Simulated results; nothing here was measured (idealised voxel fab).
process module | voxel self aligned contacts
cross-section cut | 300 nm wide | cells 5 nm
A cross-section is a grid of square cells, given in bands from the top down. A band is one or more rows of cells.
Each band's line starts with the height of the band's top and of its bottom, in nm. Then come its materials from left to right, each with its width in nm. One material with "throughout" fills the band from edge to edge. "air" is empty space.
Height 0 is the level under which the wafer as received is all one material. The lowest band goes on downwards, as in "0 down".
A width such as "30 to 40" changes by the same amount from each row of cells to the next, from the band's top row to its bottom row.
"no change" after a step means that no cell of the cross-section changed.
closed voids: empty space of 8 cells or more with no open way to the top, each as width x height at its distance from the left edge, in nm
after a step's settings: what the simulator itself notes on the step
overlay nm, on a step with a mask: how far to the right of its planned place the mask lay; to the left if negative
Each pair below shows a cross-section before one step and the cross-section after it, down to the lowest band that changed. The line under each pair gives the step between them, with its settings. The pairs can come from different runs of this module on the same starting wafer, so a pair continues from the pair above only where its "before" says so.
before
  0 down: Si throughout
  closed voids: none
after
  0 to -5: SiO2 throughout
  below -5: unchanged
  closed voids: none
the step between: op OXIDIZE | depth nm 5
before: the cross-section after the pair above
after
  30 to 0: polySi throughout
  below 0: unchanged
  closed voids: none
the step between: op DIRECTIONAL_DEP | material polySi | thk nm 30
before: the cross-section after the pair above
after
  45 to 30: SiN throughout
  below 30: unchanged
  closed voids: none
the step between: op DIRECTIONAL_DEP | material SiN | thk nm 15
before: the cross-section after the pair above
after
  60 to 45: aC throughout
  below 45: unchanged
  closed voids: none
the step between: op DIRECTIONAL_DEP | material aC | thk nm 15
before: the cross-section after the pair above
after
  90 to 60: air 105 | resist 30 | air 25 | resist 30 | air 110
  below 60: unchanged
  closed voids: none
the step between: op PATTERN | tone cover | mask id GATE | material resist | width nm 30 | pitch nm 55 | thk nm 30 | overlay nm 0
before: the cross-section after the pair above
after
  75 to 60: air 105 | resist 30 | air 25 | resist 30 | air 110
  60 to 45: air 105 | aC 30 | air 25 | aC 30 | air 110
  below 45: unchanged
  closed voids: none
the step between: op DIRECTIONAL_ETCH | etch materials aC | depth nm 15
before: the cross-section after the pair above
after
  60 to 45: air 105 | aC 30 | air 25 | aC 30 | air 110
  below 45: unchanged
  closed voids: none
the step between: op STRIP | etch materials resist
before: the cross-section after the pair above
after
  60 to 45: air 105 | aC 30 | air 25 | aC 30 | air 110
  45 to 30: air 105 | SiN 30 | air 25 | SiN 30 | air 110
  below 30: unchanged
  closed voids: none
the step between: op DIRECTIONAL_ETCH | etch materials SiN | depth nm 15
before: the cross-section after the pair above
after
  60 to 45: air 105 | aC 30 | air 25 | aC 30 | air 110
  45 to 30: air 105 | SiN 30 | air 25 | SiN 30 | air 110
  30 to 0: air 105 | polySi 30 | air 25 | polySi 30 | air 110
  below 0: unchanged
  closed voids: none
the step between: op DIRECTIONAL_ETCH | etch materials polySi | depth nm 30
before: the cross-section after the pair above
after
  45 to 30: air 105 | SiN 30 | air 25 | SiN 30 | air 110
  below 30: unchanged
  closed voids: none
the step between: op STRIP | etch materials aC
before: the cross-section after the pair above
after
  50 to 30: air 100 | SiN 40 | air 15 | SiN 40 | air 105
  30 to 5: air 100 | SiN 5 | polySi 30 | SiN 5 | air 15 | SiN 5 | polySi 30 | SiN 5 | air 105
  5 to 0: SiN 105 | polySi 30 | SiN 25 | polySi 30 | SiN 110
  below 0: unchanged
  closed voids: none
the step between: op CONFORMAL_DEP | material SiN | thk nm 5
before: the cross-section after the pair above
after
  45 to 30: air 100 | SiN 40 | air 15 | SiN 40 | air 105
  30 to 0: air 100 | SiN 5 | polySi 30 | SiN 5 | air 15 | SiN 5 | polySi 30 | SiN 5 | air 105
  below 0: unchanged
  closed voids: none
the step between: op DIRECTIONAL_ETCH | etch materials SiN | depth nm 5
before: the cross-section after the pair above
after
  60 to 45: SiO2 throughout
  45 to 30: SiO2 100 | SiN 40 | SiO2 15 | SiN 40 | SiO2 105
  30 to 0: SiO2 100 | SiN 5 | polySi 30 | SiN 5 | SiO2 15 | SiN 5 | polySi 30 | SiN 5 | SiO2 105
  below 0: unchanged
  closed voids: none
the step between: op FILL_DEP | material SiO2 | thk nm 15
before: the cross-section after the pair above
after
  50 to 45: SiO2 throughout
  below 45: unchanged
  closed voids: none
the step between: op CMP | height nm 50
before: the cross-section after the pair above
after
  50 to 45: SiO2 130 | air 35 | SiO2 135
  45 to 30: SiO2 100 | SiN 40 | air 15 | SiN 40 | SiO2 105
  30 to 0: SiO2 100 | SiN 5 | polySi 30 | SiN 5 | air 15 | SiN 5 | polySi 30 | SiN 5 | SiO2 105
  0 to -5: SiO2 140 | air 15 | SiO2 145
  below -5: unchanged
  closed voids: none
the step between: op MASKED_ETCH | tone open | mask id CONTACT | width nm 35 | etch materials SiO2 | depth nm 55 | overlay nm 0
before: the cross-section after the pair above
after
  55 to 50: TiN 135 | air 25 | TiN 140
  50 to 45: SiO2 130 | TiN 15 | air 5 | TiN 15 | SiO2 135
  45 to 30: SiO2 100 | SiN 40 | TiN 5 | air 5 | TiN 5 | SiN 40 | SiO2 105
  30 to 0: SiO2 100 | SiN 5 | polySi 30 | SiN 5 | TiN 5 | air 5 | TiN 5 | SiN 5 | polySi 30 | SiN 5 | SiO2 105
  0 to -5: SiO2 140 | TiN 15 | SiO2 145
  below -5: unchanged
  closed voids: none
the step between: op CONFORMAL_DEP | material TiN | thk nm 5
before: the cross-section after the pair above
after
  60 to 55: Ru throughout
  55 to 50: TiN 135 | Ru 25 | TiN 140
  50 to 45: SiO2 130 | TiN 15 | Ru 5 | TiN 15 | SiO2 135
  45 to 30: SiO2 100 | SiN 40 | TiN 5 | Ru 5 | TiN 5 | SiN 40 | SiO2 105
  30 to 0: SiO2 100 | SiN 5 | polySi 30 | SiN 5 | TiN 5 | Ru 5 | TiN 5 | SiN 5 | polySi 30 | SiN 5 | SiO2 105
  below 0: unchanged
  closed voids: none
the step between: op FILL_DEP | material Ru | thk nm 5
before: the cross-section after the pair above
after
  50 to 45: SiO2 130 | TiN 15 | Ru 5 | TiN 15 | SiO2 135
  below 45: unchanged
  closed voids: none
the step between: op CMP | height nm 50
before: the cross-section after the pair above
after
  55 to 50: SiCN throughout
  below 50: unchanged
  closed voids: none
the step between: op CONFORMAL_DEP | material SiCN | thk nm 5
before
  45 to 30: air 105 | SiN 30 | air 25 | SiN 30 | air 110
  30 to 0: air 105 | polySi 30 | air 25 | polySi 30 | air 110
  0 to -5: SiO2 throughout
  -5 down: Si throughout
  closed voids: none
after
  40 to 30: air 105 | SiN 30 | air 25 | SiN 30 | air 110
  below 30: unchanged
  closed voids: none
the step between: op DIRECTIONAL_ETCH | etch materials SiN | depth nm 5
before: the cross-section after the pair above
after
  55 to 40: SiO2 throughout
  40 to 30: SiO2 105 | SiN 30 | SiO2 25 | SiN 30 | SiO2 110
  30 to 0: SiO2 105 | polySi 30 | SiO2 25 | polySi 30 | SiO2 110
  below 0: unchanged
  closed voids: none
the step between: op FILL_DEP | material SiO2 | thk nm 15
before: the cross-section after the pair above
after
  50 to 40: SiO2 throughout
  below 40: unchanged
  closed voids: none
the step between: op CMP | height nm 50
before: the cross-section after the pair above
after
  50 to 40: SiO2 130 | air 35 | SiO2 135
  40 to 30: SiO2 105 | SiN 30 | air 25 | SiN 30 | SiO2 110
  30 to 0: SiO2 105 | polySi 30 | air 25 | polySi 30 | SiO2 110
  0 to -5: SiO2 135 | air 25 | SiO2 140
  below -5: unchanged
  closed voids: none
the step between: op MASKED_ETCH | tone open | mask id CONTACT | width nm 35 | etch materials SiO2 | depth nm 55 | overlay nm 0
before: the cross-section after the pair above
after
  55 to 50: TiN 135 | air 25 | TiN 140
  50 to 40: SiO2 130 | TiN 5 to 10 | air 25 to 15 | TiN 5 to 10 | SiO2 135
  40 to 30: SiO2 105 | SiN 30 | TiN 5 | air 15 | TiN 5 | SiN 30 | SiO2 110
  30 to 0: SiO2 105 | polySi 30 | TiN 5 | air 15 | TiN 5 | polySi 30 | SiO2 110
  0 to -5: SiO2 135 | TiN 25 | SiO2 140
  below -5: unchanged
  closed voids: none
the step between: op CONFORMAL_DEP | material TiN | thk nm 5
before: the cross-section after the pair above
after
  60 to 55: Ru throughout
  55 to 50: TiN 135 | Ru 25 | TiN 140
  50 to 40: SiO2 130 | TiN 5 to 10 | Ru 25 to 15 | TiN 5 to 10 | SiO2 135
  40 to 30: SiO2 105 | SiN 30 | TiN 5 | Ru 15 | TiN 5 | SiN 30 | SiO2 110
  30 to 0: SiO2 105 | polySi 30 | TiN 5 | Ru 15 | TiN 5 | polySi 30 | SiO2 110
  below 0: unchanged
  closed voids: none
the step between: op FILL_DEP | material Ru | thk nm 5
before: the cross-section after the pair above
after
  50 to 40: SiO2 130 | TiN 5 to 10 | Ru 25 to 15 | TiN 5 to 10 | SiO2 135
  below 40: unchanged
  closed voids: none
the step between: op CMP | height nm 50
before: the cross-section after the pair above
after
  55 to 50: SiCN throughout
  below 50: unchanged
  closed voids: none
the step between: op CONFORMAL_DEP | material SiCN | thk nm 5
before
  45 to 30: SiN throughout
  30 to 0: polySi throughout
  0 to -5: SiO2 throughout
  -5 down: Si throughout
  closed voids: none
after
  60 to 30: SiN throughout
  below 30: unchanged
  closed voids: none
the step between: op DIRECTIONAL_DEP | material SiN | thk nm 15
before: the cross-section after the pair above
after
  75 to 60: aC throughout
  below 60: unchanged
  closed voids: none
the step between: op DIRECTIONAL_DEP | material aC | thk nm 15
before: the cross-section after the pair above
after
  105 to 75: air 105 | resist 30 | air 25 | resist 30 | air 110
  below 75: unchanged
  closed voids: none
the step between: op PATTERN | tone cover | mask id GATE | material resist | width nm 30 | pitch nm 55 | thk nm 30 | overlay nm 0
before: the cross-section after the pair above
after
  90 to 75: air 105 | resist 30 | air 25 | resist 30 | air 110
  75 to 60: air 105 | aC 30 | air 25 | aC 30 | air 110
  below 60: unchanged
  closed voids: none
the step between: op DIRECTIONAL_ETCH | etch materials aC | depth nm 15
before: the cross-section after the pair above
after
  75 to 60: air 105 | aC 30 | air 25 | aC 30 | air 110
  below 60: unchanged
  closed voids: none
the step between: op STRIP | etch materials resist
before: the cross-section after the pair above
after
  75 to 60: air 105 | aC 30 | air 25 | aC 30 | air 110
  60 to 45: air 105 | SiN 30 | air 25 | SiN 30 | air 110
  below 45: unchanged
  closed voids: none
the step between: op DIRECTIONAL_ETCH | etch materials SiN | depth nm 15
before: the cross-section after the pair above
after
  60 to 45: air 105 | SiN 30 | air 25 | SiN 30 | air 110
  below 45: unchanged
  closed voids: none
the step between: op STRIP | etch materials aC
before: the cross-section after the pair above
after
  65 to 50: air 100 | SiN 40 | air 15 | SiN 40 | air 105
  50 to 30: SiN throughout
  below 30: unchanged
  closed voids: none
the step between: op CONFORMAL_DEP | material SiN | thk nm 5
before: the cross-section after the pair above
after
  60 to 45: air 100 | SiN 40 | air 15 | SiN 40 | air 105
  below 45: unchanged
  closed voids: none
the step between: op DIRECTIONAL_ETCH | etch materials SiN | depth nm 5
before: the cross-section after the pair above
after
  75 to 60: SiO2 throughout
  60 to 45: SiO2 100 | SiN 40 | SiO2 15 | SiN 40 | SiO2 105
  below 45: unchanged
  closed voids: none
the step between: op FILL_DEP | material SiO2 | thk nm 15
before: the cross-section after the pair above
after
  50 to 45: SiO2 100 | SiN 40 | SiO2 15 | SiN 40 | SiO2 105
  below 45: unchanged
  closed voids: none
the step between: op CMP | height nm 50
before: the cross-section after the pair above
after
  50 to 45: SiO2 100 | SiN 40 | air 15 | SiN 40 | SiO2 105
  below 45: unchanged
  closed voids: none
the step between: op MASKED_ETCH | tone open | mask id CONTACT | width nm 35 | etch materials SiO2 | depth nm 55 | overlay nm 0
before: the cross-section after the pair above
after
  55 to 50: TiN 145 | air 5 | TiN 150
  50 to 45: SiO2 100 | SiN 40 | TiN 15 | SiN 40 | SiO2 105
  below 45: unchanged
  closed voids: none
the step between: op CONFORMAL_DEP | material TiN | thk nm 5
before: the cross-section after the pair above
after
  60 to 55: Ru throughout
  55 to 50: TiN 145 | Ru 5 | TiN 150
  below 50: unchanged
  closed voids: none
the step between: op FILL_DEP | material Ru | thk nm 5
before: the cross-section after the pair above
after
  50 to 45: SiO2 100 | SiN 40 | TiN 15 | SiN 40 | SiO2 105
  below 45: unchanged
  closed voids: none
the step between: op CMP | height nm 50
before: the cross-section after the pair above
after
  55 to 50: SiCN throughout
  below 50: unchanged
  closed voids: none
the step between: op CONFORMAL_DEP | material SiCN | thk nm 5
before
  0 down: Si throughout
  closed voids: none
after
  30 to 0: polySi throughout
  below 0: unchanged
  closed voids: none
the step between: op DIRECTIONAL_DEP | material polySi | thk nm 30
before: the cross-section after the pair above
after
  30 to 25: SiO2 throughout
  below 25: unchanged
  closed voids: none
the step between: op OXIDIZE | depth nm 5
before: the cross-section after the pair above
after
  45 to 30: SiN throughout
  below 30: unchanged
  closed voids: none
the step between: op DIRECTIONAL_DEP | material SiN | thk nm 15
before: the cross-section after the pair above
after
  60 to 45: aC throughout
  below 45: unchanged
  closed voids: none
the step between: op DIRECTIONAL_DEP | material aC | thk nm 15
before: the cross-section after the pair above
after
  90 to 60: air 105 | resist 30 | air 25 | resist 30 | air 110
  below 60: unchanged
  closed voids: none
the step between: op PATTERN | tone cover | mask id GATE | material resist | width nm 30 | pitch nm 55 | thk nm 30 | overlay nm 0
before: the cross-section after the pair above
after
  75 to 60: air 105 | resist 30 | air 25 | resist 30 | air 110
  60 to 45: air 105 | aC 30 | air 25 | aC 30 | air 110
  below 45: unchanged
  closed voids: none
the step between: op DIRECTIONAL_ETCH | etch materials aC | depth nm 15
before: the cross-section after the pair above
after
  60 to 45: air 105 | aC 30 | air 25 | aC 30 | air 110
  below 45: unchanged
  closed voids: none
the step between: op STRIP | etch materials resist
before: the cross-section after the pair above
after
  60 to 45: air 105 | aC 30 | air 25 | aC 30 | air 110
  45 to 30: air 105 | SiN 30 | air 25 | SiN 30 | air 110
  below 30: unchanged
  closed voids: none
the step between: op DIRECTIONAL_ETCH | etch materials SiN | depth nm 15
before: the cross-section after the pair above
after
  45 to 30: air 105 | SiN 30 | air 25 | SiN 30 | air 110
  below 30: unchanged
  closed voids: none
the step between: op STRIP | etch materials aC
before: the cross-section after the pair above
after
  50 to 35: air 100 | SiN 40 | air 15 | SiN 40 | air 105
  35 to 30: SiN throughout
  below 30: unchanged
  closed voids: none
the step between: op CONFORMAL_DEP | material SiN | thk nm 5
before: the cross-section after the pair above
after
  45 to 30: air 100 | SiN 40 | air 15 | SiN 40 | air 105
  below 30: unchanged
  closed voids: none
the step between: op DIRECTIONAL_ETCH | etch materials SiN | depth nm 5
before: the cross-section after the pair above
after
  60 to 45: SiO2 throughout
  45 to 30: SiO2 100 | SiN 40 | SiO2 15 | SiN 40 | SiO2 105
  below 30: unchanged
  closed voids: none
the step between: op FILL_DEP | material SiO2 | thk nm 15
before: the cross-section after the pair above
after
  50 to 45: SiO2 throughout
  below 45: unchanged
  closed voids: none
the step between: op CMP | height nm 50
before: the cross-section after the pair above
after
  50 to 45: SiO2 130 | air 35 | SiO2 135
  45 to 30: SiO2 100 | SiN 40 | air 15 | SiN 40 | SiO2 105
  30 to 25: SiO2 140 | air 15 | SiO2 145
  below 25: unchanged
  closed voids: none
the step between: op MASKED_ETCH | tone open | mask id CONTACT | width nm 35 | etch materials SiO2 | depth nm 55 | overlay nm 0
before: the cross-section after the pair above
after
  55 to 50: TiN 135 | air 25 | TiN 140
  50 to 45: SiO2 130 | TiN 15 | air 5 | TiN 15 | SiO2 135
  45 to 30: SiO2 100 | SiN 40 | TiN 5 | air 5 | TiN 5 | SiN 40 | SiO2 105
  30 to 25: SiO2 140 | TiN 15 | SiO2 145
  below 25: unchanged
  closed voids: none
the step between: op CONFORMAL_DEP | material TiN | thk nm 5
before: the cross-section after the pair above
after
  60 to 55: Ru throughout
  55 to 50: TiN 135 | Ru 25 | TiN 140
  50 to 45: SiO2 130 | TiN 15 | Ru 5 | TiN 15 | SiO2 135
  45 to 30: SiO2 100 | SiN 40 | TiN 5 | Ru 5 | TiN 5 | SiN 40 | SiO2 105
  below 30: unchanged
  closed voids: none
the step between: op FILL_DEP | material Ru | thk nm 5
before: the cross-section after the pair above
after
  50 to 45: SiO2 130 | TiN 15 | Ru 5 | TiN 15 | SiO2 135
  below 45: unchanged
  closed voids: none
the step between: op CMP | height nm 50
before: the cross-section after the pair above
after
  55 to 50: SiCN throughout
  below 50: unchanged
  closed voids: none
the step between: op CONFORMAL_DEP | material SiCN | thk nm 5
before
  60 to 45: air 105 | aC 30 | air 25 | aC 30 | air 110
  45 to 30: SiN throughout
  30 to 0: polySi throughout
  0 to -5: SiO2 throughout
  -5 down: Si throughout
  closed voids: none
after
  60 to 45: air 105 | aC 30 | air 25 | aC 30 | air 110
  45 to 35: air 105 | SiN 30 | air 25 | SiN 30 | air 110
  below 35: unchanged
  closed voids: none
the step between: op DIRECTIONAL_ETCH | etch materials SiN | depth nm 10
before: the cross-section after the pair above
after
  45 to 35: air 105 | SiN 30 | air 25 | SiN 30 | air 110
  below 35: unchanged
  closed voids: none
the step between: op STRIP | etch materials aC
before: the cross-section after the pair above
after
  50 to 40: air 100 | SiN 40 | air 15 | SiN 40 | air 105
  40 to 30: SiN throughout
  below 30: unchanged
  closed voids: none
the step between: op CONFORMAL_DEP | material SiN | thk nm 5
before: the cross-section after the pair above
after
  45 to 35: air 100 | SiN 40 | air 15 | SiN 40 | air 105
  below 35: unchanged
  closed voids: none
the step between: op DIRECTIONAL_ETCH | etch materials SiN | depth nm 5
before: the cross-section after the pair above
after
  60 to 45: SiO2 throughout
  45 to 35: SiO2 100 | SiN 40 | SiO2 15 | SiN 40 | SiO2 105
  below 35: unchanged
  closed voids: none
the step between: op FILL_DEP | material SiO2 | thk nm 15
before: the cross-section after the pair above
after
  50 to 45: SiO2 throughout
  below 45: unchanged
  closed voids: none
the step between: op CMP | height nm 50
before: the cross-section after the pair above
after
  50 to 45: SiO2 130 | air 35 | SiO2 135
  45 to 35: SiO2 100 | SiN 40 | air 15 | SiN 40 | SiO2 105
  below 35: unchanged
  closed voids: none
the step between: op MASKED_ETCH | tone open | mask id CONTACT | width nm 35 | etch materials SiO2 | depth nm 55 | overlay nm 0
before: the cross-section after the pair above
after
  55 to 50: TiN 135 | air 25 | TiN 140
  50 to 45: SiO2 130 | TiN 15 | air 5 | TiN 15 | SiO2 135
  45 to 40: SiO2 100 | SiN 40 | TiN 5 | air 5 | TiN 5 | SiN 40 | SiO2 105
  40 to 35: SiO2 100 | SiN 40 | TiN 15 | SiN 40 | SiO2 105
  below 35: unchanged
  closed voids: none
the step between: op CONFORMAL_DEP | material TiN | thk nm 5
before: the cross-section after the pair above
after
  60 to 55: Ru throughout
  55 to 50: TiN 135 | Ru 25 | TiN 140
  50 to 45: SiO2 130 | TiN 15 | Ru 5 | TiN 15 | SiO2 135
  45 to 40: SiO2 100 | SiN 40 | TiN 5 | Ru 5 | TiN 5 | SiN 40 | SiO2 105
  below 40: unchanged
  closed voids: none
the step between: op FILL_DEP | material Ru | thk nm 5
before: the cross-section after the pair above
after
  50 to 45: SiO2 130 | TiN 15 | Ru 5 | TiN 15 | SiO2 135
  below 45: unchanged
  closed voids: none
the step between: op CMP | height nm 50
before: the cross-section after the pair above
after
  55 to 50: SiCN throughout
  below 50: unchanged
  closed voids: none
the step between: op CONFORMAL_DEP | material SiCN | thk nm 5
before
  50 to 45: SiO2 throughout
  45 to 30: SiO2 100 | SiN 40 | SiO2 15 | SiN 40 | SiO2 105
  30 to 0: SiO2 100 | SiN 5 | polySi 30 | SiN 5 | SiO2 15 | SiN 5 | polySi 30 | SiN 5 | SiO2 105
  0 to -5: SiO2 throughout
  -5 down: Si throughout
  closed voids: none
after
  50 to 45: SiO2 135 | air 25 | SiO2 140
  45 to 30: SiO2 100 | SiN 40 | air 15 | SiN 40 | SiO2 105
  30 to 0: SiO2 100 | SiN 5 | polySi 30 | SiN 5 | air 15 | SiN 5 | polySi 30 | SiN 5 | SiO2 105
  0 to -5: SiO2 140 | air 15 | SiO2 145
  below -5: unchanged
  closed voids: none
the step between: op MASKED_ETCH | tone open | mask id CONTACT | width nm 25 | etch materials SiO2 | depth nm 55 | overlay nm 0
before: the cross-section after the pair above
after
  55 to 50: TiN 140 | air 15 | TiN 145
  50 to 45: SiO2 135 | TiN 10 | air 5 | TiN 10 | SiO2 140
  45 to 30: SiO2 100 | SiN 40 | TiN 5 | air 5 | TiN 5 | SiN 40 | SiO2 105
  30 to 0: SiO2 100 | SiN 5 | polySi 30 | SiN 5 | TiN 5 | air 5 | TiN 5 | SiN 5 | polySi 30 | SiN 5 | SiO2 105
  0 to -5: SiO2 140 | TiN 15 | SiO2 145
  below -5: unchanged
  closed voids: none
the step between: op CONFORMAL_DEP | material TiN | thk nm 5
before: the cross-section after the pair above
after
  60 to 55: Ru throughout
  55 to 50: TiN 140 | Ru 15 | TiN 145
  50 to 45: SiO2 135 | TiN 10 | Ru 5 | TiN 10 | SiO2 140
  45 to 30: SiO2 100 | SiN 40 | TiN 5 | Ru 5 | TiN 5 | SiN 40 | SiO2 105
  30 to 0: SiO2 100 | SiN 5 | polySi 30 | SiN 5 | TiN 5 | Ru 5 | TiN 5 | SiN 5 | polySi 30 | SiN 5 | SiO2 105
  below 0: unchanged
  closed voids: none
the step between: op FILL_DEP | material Ru | thk nm 5
before: the cross-section after the pair above
after
  50 to 45: SiO2 135 | TiN 10 | Ru 5 | TiN 10 | SiO2 140
  below 45: unchanged
  closed voids: none
the step between: op CMP | height nm 50
before: the cross-section after the pair above
after
  55 to 50: SiCN throughout
  below 50: unchanged
  closed voids: none
the step between: op CONFORMAL_DEP | material SiCN | thk nm 5
before
  50 to 45: SiO2 throughout
  45 to 30: SiO2 100 | SiN 40 | SiO2 15 | SiN 40 | SiO2 105
  30 to 0: SiO2 100 | SiN 5 | polySi 30 | SiN 5 | SiO2 15 | SiN 5 | polySi 30 | SiN 5 | SiO2 105
  0 to -5: SiO2 throughout
  -5 down: Si throughout
  closed voids: none
after
  50 to 45: SiO2 120 | air 35 | SiO2 145
  45 to 30: SiO2 100 | SiN 40 | air 15 | SiN 40 | SiO2 105
  30 to 0: SiO2 100 | SiN 5 | polySi 30 | SiN 5 | air 15 | SiN 5 | polySi 30 | SiN 5 | SiO2 105
  0 to -5: SiO2 140 | air 15 | SiO2 145
  below -5: unchanged
  closed voids: none
the step between: op MASKED_ETCH | tone open | mask id CONTACT | width nm 35 | etch materials SiO2 | depth nm 55 | overlay nm -10
before: the cross-section after the pair above
after
  55 to 50: TiN 125 | air 25 | TiN 150
  50 to 45: SiO2 120 | TiN 25 | air 5 | TiN 5 | SiO2 145
  45 to 30: SiO2 100 | SiN 40 | TiN 5 | air 5 | TiN 5 | SiN 40 | SiO2 105
  30 to 0: SiO2 100 | SiN 5 | polySi 30 | SiN 5 | TiN 5 | air 5 | TiN 5 | SiN 5 | polySi 30 | SiN 5 | SiO2 105
  0 to -5: SiO2 140 | TiN 15 | SiO2 145
  below -5: unchanged
  closed voids: none
the step between: op CONFORMAL_DEP | material TiN | thk nm 5
before: the cross-section after the pair above
after
  60 to 55: Ru throughout
  55 to 50: TiN 125 | Ru 25 | TiN 150
  50 to 45: SiO2 120 | TiN 25 | Ru 5 | TiN 5 | SiO2 145
  45 to 30: SiO2 100 | SiN 40 | TiN 5 | Ru 5 | TiN 5 | SiN 40 | SiO2 105
  30 to 0: SiO2 100 | SiN 5 | polySi 30 | SiN 5 | TiN 5 | Ru 5 | TiN 5 | SiN 5 | polySi 30 | SiN 5 | SiO2 105
  below 0: unchanged
  closed voids: none
the step between: op FILL_DEP | material Ru | thk nm 5
before: the cross-section after the pair above
after
  50 to 45: SiO2 120 | TiN 25 | Ru 5 | TiN 5 | SiO2 145
  below 45: unchanged
  closed voids: none
the step between: op CMP | height nm 50
before: the cross-section after the pair above
after
  55 to 50: SiCN throughout
  below 50: unchanged
  closed voids: none
the step between: op CONFORMAL_DEP | material SiCN | thk nm 5
before
  45 to 30: air 105 | SiN 30 | air 25 | SiN 30 | air 110
  30 to 0: air 105 | polySi 30 | air 25 | polySi 30 | air 110
  0 to -5: SiO2 throughout
  -5 down: Si throughout
  closed voids: none
after
  50 to 45: air 100 | TiN 40 | air 15 | TiN 40 | air 105
  45 to 30: air 100 | TiN 5 | SiN 30 | TiN 5 | air 15 | TiN 5 | SiN 30 | TiN 5 | air 105
  30 to 5: air 100 | TiN 5 | polySi 30 | TiN 5 | air 15 | TiN 5 | polySi 30 | TiN 5 | air 105
  5 to 0: TiN 105 | polySi 30 | TiN 25 | polySi 30 | TiN 110
  below 0: unchanged
  closed voids: none
the step between: op CONFORMAL_DEP | material TiN | thk nm 5
before: the cross-section after the pair above
after
  65 to 50: SiO2 throughout
  50 to 45: SiO2 100 | TiN 40 | SiO2 15 | TiN 40 | SiO2 105
  45 to 30: SiO2 100 | TiN 5 | SiN 30 | TiN 5 | SiO2 15 | TiN 5 | SiN 30 | TiN 5 | SiO2 105
  30 to 5: SiO2 100 | TiN 5 | polySi 30 | TiN 5 | SiO2 15 | TiN 5 | polySi 30 | TiN 5 | SiO2 105
  below 5: unchanged
  closed voids: none
the step between: op FILL_DEP | material SiO2 | thk nm 15
before: the cross-section after the pair above
after
  50 to 45: SiO2 100 | TiN 40 | SiO2 15 | TiN 40 | SiO2 105
  below 45: unchanged
  closed voids: none
the step between: op CMP | height nm 50
before: the cross-section after the pair above
after
  50 to 45: SiO2 100 | TiN 40 | air 15 | TiN 40 | SiO2 105
  45 to 30: SiO2 100 | TiN 5 | SiN 30 | TiN 5 | air 15 | TiN 5 | SiN 30 | TiN 5 | SiO2 105
  30 to 5: SiO2 100 | TiN 5 | polySi 30 | TiN 5 | air 15 | TiN 5 | polySi 30 | TiN 5 | SiO2 105
  below 5: unchanged
  closed voids: none
the step between: op MASKED_ETCH | tone open | mask id CONTACT | width nm 35 | etch materials SiO2 | depth nm 55 | overlay nm 0
before: the cross-section after the pair above
after
  55 to 50: TiN 145 | air 5 | TiN 150
  50 to 45: SiO2 100 | TiN 45 | air 5 | TiN 45 | SiO2 105
  45 to 30: SiO2 100 | TiN 5 | SiN 30 | TiN 10 | air 5 | TiN 10 | SiN 30 | TiN 5 | SiO2 105
  30 to 10: SiO2 100 | TiN 5 | polySi 30 | TiN 10 | air 5 | TiN 10 | polySi 30 | TiN 5 | SiO2 105
  10 to 5: SiO2 100 | TiN 5 | polySi 30 | TiN 25 | polySi 30 | TiN 5 | SiO2 105
  below 5: unchanged
  closed voids: none
the step between: op CONFORMAL_DEP | material TiN | thk nm 5
before: the cross-section after the pair above
after
  60 to 55: Ru throughout
  55 to 50: TiN 145 | Ru 5 | TiN 150
  50 to 45: SiO2 100 | TiN 45 | Ru 5 | TiN 45 | SiO2 105
  45 to 30: SiO2 100 | TiN 5 | SiN 30 | TiN 10 | Ru 5 | TiN 10 | SiN 30 | TiN 5 | SiO2 105
  30 to 10: SiO2 100 | TiN 5 | polySi 30 | TiN 10 | Ru 5 | TiN 10 | polySi 30 | TiN 5 | SiO2 105
  below 10: unchanged
  closed voids: none
the step between: op FILL_DEP | material Ru | thk nm 5
before: the cross-section after the pair above
after
  50 to 45: SiO2 100 | TiN 45 | Ru 5 | TiN 45 | SiO2 105
  below 45: unchanged
  closed voids: none
the step between: op CMP | height nm 50
before: the cross-section after the pair above
after
  55 to 50: SiCN throughout
  below 50: unchanged
  closed voids: none
the step between: op CONFORMAL_DEP | material SiCN | thk nm 5
before
  60 to 45: aC throughout
  45 to 30: SiN throughout
  30 to 0: polySi throughout
  0 to -5: SiO2 throughout
  -5 down: Si throughout
  closed voids: none
after
  90 to 60: resist 105 | air 30 | resist 25 | air 30 | resist 110
  below 60: unchanged
  closed voids: none
the step between: op PATTERN | tone open | mask id GATE | material resist | width nm 30 | pitch nm 55 | thk nm 30 | overlay nm 0
before: the cross-section after the pair above
after
  75 to 60: resist 105 | air 30 | resist 25 | air 30 | resist 110
  60 to 45: aC 105 | air 30 | aC 25 | air 30 | aC 110
  below 45: unchanged
  closed voids: none
the step between: op DIRECTIONAL_ETCH | etch materials aC | depth nm 15
before: the cross-section after the pair above
after
  60 to 45: aC 105 | air 30 | aC 25 | air 30 | aC 110
  below 45: unchanged
  closed voids: none
the step between: op STRIP | etch materials resist
before: the cross-section after the pair above
after
  60 to 45: aC 105 | air 30 | aC 25 | air 30 | aC 110
  45 to 30: SiN 105 | air 30 | SiN 25 | air 30 | SiN 110
  below 30: unchanged
  closed voids: none
the step between: op DIRECTIONAL_ETCH | etch materials SiN | depth nm 15
before: the cross-section after the pair above
after
  60 to 45: aC 105 | air 30 | aC 25 | air 30 | aC 110
  45 to 30: SiN 105 | air 30 | SiN 25 | air 30 | SiN 110
  30 to 0: polySi 105 | air 30 | polySi 25 | air 30 | polySi 110
  below 0: unchanged
  closed voids: none
the step between: op DIRECTIONAL_ETCH | etch materials polySi | depth nm 30
before: the cross-section after the pair above
after
  45 to 30: SiN 105 | air 30 | SiN 25 | air 30 | SiN 110
  below 30: unchanged
  closed voids: none
the step between: op STRIP | etch materials aC
before: the cross-section after the pair above
after
  50 to 30: SiN 110 | air 20 | SiN 35 | air 20 | SiN 115
  30 to 5: polySi 105 | SiN 5 | air 20 | SiN 5 | polySi 25 | SiN 5 | air 20 | SiN 5 | polySi 110
  5 to 0: polySi 105 | SiN 30 | polySi 25 | SiN 30 | polySi 110
  below 0: unchanged
  closed voids: none
the step between: op CONFORMAL_DEP | material SiN | thk nm 5
before: the cross-section after the pair above
after
  45 to 30: SiN 110 | air 20 | SiN 35 | air 20 | SiN 115
  30 to 0: polySi 105 | SiN 5 | air 20 | SiN 5 | polySi 25 | SiN 5 | air 20 | SiN 5 | polySi 110
  below 0: unchanged
  closed voids: none
the step between: op DIRECTIONAL_ETCH | etch materials SiN | depth nm 5
before: the cross-section after the pair above
after
  60 to 45: SiO2 throughout
  45 to 30: SiN 110 | SiO2 20 | SiN 35 | SiO2 20 | SiN 115
  30 to 0: polySi 105 | SiN 5 | SiO2 20 | SiN 5 | polySi 25 | SiN 5 | SiO2 20 | SiN 5 | polySi 110
  below 0: unchanged
  closed voids: none
the step between: op FILL_DEP | material SiO2 | thk nm 15
before: the cross-section after the pair above
after
  50 to 45: SiO2 throughout
  below 45: unchanged
  closed voids: none
the step between: op CMP | height nm 50
